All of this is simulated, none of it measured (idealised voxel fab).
process module | voxel local oxidation
cross-section cut | 285 nm wide | cells 5 nm
A cross-section is a grid of square cells, given in bands from the top down. A band is one or more rows of cells.
Each band's line starts with the height of the band's top and of its bottom, in nm. Then come its materials from left to right, each with its width in nm. One material with "throughout" fills the band from edge to edge. "air" is empty space.
Height 0 is the level under which the wafer as received is all one material. The lowest band goes on downwards, as in "0 down".
A width such as "30 to 40" changes by the same amount from each row of cells to the next, from the band's top row to its bottom row.
"no change" after a step means that no cell of the cross-section changed.
closed voids: empty space of 8 cells or more with no open way to the top, each as width x height at its distance from the left edge, in nm
after a step's settings: what the simulator itself notes on the step
overlay nm, on a step with a mask: how far to the right of its planned place the mask lay; to the left if negative
plan
1 op RECEIVE | material Si
2 op OXIDIZE | depth nm 5
3 op CONFORMAL_DEP | material SiN | thk nm 10
4 op DIRECTIONAL_DEP | material aC | thk nm 10
5 op PATTERN | tone cover | mask id ACTIVE | material resist | width nm 90 | thk nm 25 | overlay nm 0
6 op DIRECTIONAL_ETCH | etch materials aC | depth nm 10
7 op STRIP | etch materials resist
8 op DIRECTIONAL_ETCH | etch materials SiN | depth nm 10
9 op STRIP | etch materials aC
10 op SELECTIVE_ETCH | etch materials SiO2 | depth nm 5
11 op OXIDIZE | depth nm 10
12 op STRIP | etch materials SiN
varied across the wafers: width nm of step 5. The plan shows the first wafer's value. All wafers start alike
first wafer as received, after step 1
  0 down: Si throughout
  closed voids: none
first wafer at the end, after step 12
  0 to -5: air 100 | SiO2 80 | air 105
  -5 to -15: SiO2 110 | Si 60 | SiO2 115
  -15 down: Si throughout
  closed voids: none
last wafer at the end
  0 to -5: air 90 | SiO2 105 | air 90
  -5 to -15: SiO2 100 | Si 85 | SiO2 100
  -15 down: Si throughout
  closed voids: none
each wafer at the end: cells of each material gained (+) or lost (-) since it was received, then its closed voids
width nm 90 | -147 Si | +106 SiO2 | closed voids: none
width nm 95 | -145 Si | +105 SiO2 | closed voids: none
width nm 100 | -143 Si | +104 SiO2 | closed voids: none
width nm 105 | -141 Si | +103 SiO2 | closed voids: none
width nm 110 | -139 Si | +102 SiO2 | closed voids: none
width nm 115 | -137 Si | +101 SiO2 | closed voids: none
